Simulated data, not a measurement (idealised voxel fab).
Title: Process Module voxel fin reveal
The cross-section shown here is cut; it is 150 nm wide and divided into square cells measuring 5 nm on a side.
Square cells in a grid make up a cross-section in this document, and the grid is given as bands, listed from the top down, each one or more rows of cells.
Basically the band line says how high the top is and how high the bottom is, in nm, and then what's in it from left to right, every material with its width in nm. Empty space shows up as "empty", and if a single material carries "throughout" it runs the full band edge to edge.
Note: height 0 marks the level under which the wafer is uniformly one material as received. Lowest band unbounded below, written "top 0, no bottom".
The expression "30..40" gives the width at the extremes of the band, the first number at its top row of cells and the second at its bottom row, with the width changing by equal amounts from each row to the next in between.
"nothing changed" -> step changed no cross-section cell.
"Enclosed internal voids" means: voids of 8 cells or more that are shut off from the top with no open way through. Written width x height at distance, distance from the left edge, in nm.
Past the settings on a step's line: simulator remark, on that step.
"overlay nm" on a masked step: distance the mask lay right of its planned place, negative for left.

Steps planned for the process
- 1: RECEIVE [material Si]
- 2: CONFORMAL_DEP [material SiN] [thk nm 10]
- 3: MASKED_ETCH [tone cover] [mask id FINS] [width nm 15] [pitch nm 45] [etch materials SiN] [depth nm 10] [overlay nm 0]
- 4: MASKED_ETCH [tone cover] [mask id FINS] [width nm 15] [pitch nm 45] [etch materials Si] [depth nm 30] [overlay nm 0]
- 5: OXIDIZE [depth nm 5]
- 6: FILL_DEP [material SiO2] [thk nm 5]
- 7: CMP [height nm 10]
- 8: SELECTIVE_ETCH [etch materials SiO2] [depth nm 30]
- 9: STRIP [etch materials SiN]

Cross-section of the wafer as it came to us, i.e., already through step 1
* top 0, no bottom | Si throughout
* Enclosed internal voids: none

Cross-section, end of module. Start: as above. Plan: as above. Execution: one mistake
* top 0, bottom -20 | empty 50 / Si 5 / empty 40 / Si 5 / empty 50
* top -20, bottom -30 | SiO2 15 / empty 35 / Si 5 / empty 40 / Si 5 / empty 35 / SiO2 15
* top -30, bottom -35 | SiO2 50 / Si 5 / SiO2 40 / Si 5 / SiO2 50
* top -35, no bottom | Si throughout
* Enclosed internal voids: none
Against the plan, the run slipped here: steps 8 and 9 run out of order (swapped)
